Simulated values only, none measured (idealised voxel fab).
The following is a process module called voxel self aligned contacts.
Each square cell in cross-section cut measures 5 nm, and the section as a whole is 260 nm wide.
A cross-section in this document is a grid of square cells, and it is written down as bands, the top band listed before the ones below it; a band is made up of one or more rows of cells.
Band: top and bottom heights (nm) first, top before bottom; then materials from left to right, widths in nm. "edge to edge" marks a sole material filling the band edge to edge. "empty" denotes empty space.
Where do heights start? At 0: under that level the wafer as delivered is made of one material only. And the lowest band has no floor; it just carries on downward, as in "z 0 and below".
Width spec "30->40" -> top row of cells at first value, bottom row at second value, equal per-row change in between.
"no alteration" means the step left every cell of the cross-section as it was.
"Unvented internal voids" enumerates empty spaces isolated from the top, with no open way to it, that contain at least 8 cells, giving each as width x height at distance from the left edge, all three in nm.
Heads up: the bit after the settings on a step's line is the simulator's remark on that step.
Among the settings permitted on a step's line is "overlay nm"; applied to a step with a mask, it specifies the extent to which the mask lay to the right of its planned position, whereas a negative figure signifies a position to the left.
THESE ARE THE STEPS WE PLANNED FOR THE PROCESS
1,RECEIVE [material Si]
2,OXIDIZE [depth nm 5]
3,DIRECTIONAL_DEP [material polySi] [thk nm 20]
4,DIRECTIONAL_DEP [material SiN] [thk nm 20]
5,DIRECTIONAL_DEP [material aC] [thk nm 15]
6,PATTERN [tone cover] [mask id GATE] [material resist] [width nm 25] [pitch nm 50] [thk nm 30] [overlay nm 0]
7,DIRECTIONAL_ETCH [etch materials aC] [depth nm 15]
8,STRIP [etch materials resist]
9,DIRECTIONAL_ETCH [etch materials SiN] [depth nm 20]
10,DIRECTIONAL_ETCH [etch materials polySi] [depth nm 20]
11,STRIP [etch materials aC]
12,CONFORMAL_DEP [material SiN] [thk nm 5]
13,DIRECTIONAL_ETCH [etch materials SiN] [depth nm 5]
14,FILL_DEP [material SiO2] [thk nm 15]
15,CMP [height nm 45]
16,DIRECTIONAL_DEP [material aC] [thk nm 15]
17,PATTERN [tone open] [mask id CONTACT] [material resist] [width nm 35] [thk nm 30] [overlay nm 0]
18,DIRECTIONAL_ETCH [etch materials aC] [depth nm 15]
19,STRIP [etch materials resist]
20,DIRECTIONAL_ETCH [etch materials SiO2] [depth nm 50]
21,STRIP [etch materials aC]
22,CONFORMAL_DEP [material TiN] [thk nm 5]
23,FILL_DEP [material W] [thk nm 5]
24,CMP [height nm 45]
25,CONFORMAL_DEP [material SiN] [thk nm 5]
DELIVERED WAFER IN CROSS-SECTION: STATE AFTER STEP 1
> z 0 and below  Si edge to edge
> Unvented internal voids: none
END-OF-MODULE CROSS-SECTION OF THE FIRST OF TWO WAFERS, PROCESSED AS PLANNED
> z 50 to 45  SiN edge to edge
> z 45 to 40  110 SiO2, then 15 TiN, then 5 W, then 15 TiN, then 115 SiO2
> z 40 to 20  85 SiO2, then 35 SiN, then 5 TiN, then 5 W, then 5 TiN, then 35 SiN, then 90 SiO2
> z 20 to 0  85 SiO2, then 5 SiN, then 25 polySi, then 5 SiN, then 5 TiN, then 5 W, then 5 TiN, then 5 SiN, then 25 polySi, then 5 SiN, then 90 SiO2
> z 0 to -5  120 SiO2, then 15 TiN, then 125 SiO2
> z -5 and below  Si edge to edge
> Unvented internal voids: none
HERE'S THE SECOND OF OUR TWO WAFERS SECTIONED AT MODULE END. SAME START AS THE FIRST, SAME PLAN, BUT ONE MISTAKE GOT MADE RUNNING IT
> z 50 to 45  SiN edge to edge
> z 45 to 40  110 SiO2, then 15 TiN, then 5 W, then 15 TiN, then 115 SiO2
> z 40 to 20  85 SiO2, then 35 SiN, then 5 TiN, then 5 W, then 5 TiN, then 35 SiN, then 90 SiO2
> z 20 to 10  85 SiO2, then 5 SiN, then 25 polySi, then 5 SiN, then 5 TiN, then 5 W, then 5 TiN, then 5 SiN, then 25 polySi, then 5 SiN, then 90 SiO2
> z 10 to 5  85 SiO2, then 5 SiN, then 25 polySi, then 5 SiN, then 15 TiN, then 5 SiN, then 25 polySi, then 5 SiN, then 90 SiO2
> z 5 to 0  90 SiN, then 25 polySi, then 25 SiN, then 25 polySi, then 95 SiN
> z 0 to -5  SiO2 edge to edge
> z -5 and below  Si edge to edge
> Unvented internal voids: none
It is concluded that the wafer was processed incorrectly with respect to the plan, in that it was found that steps 12 and 13 of the process plan had been performed in exchanged positions
Final comparison by cell count, materials where the second wafer has more or fewer than the first: +38 SiN; -32 SiO2; -4 TiN; -2 W
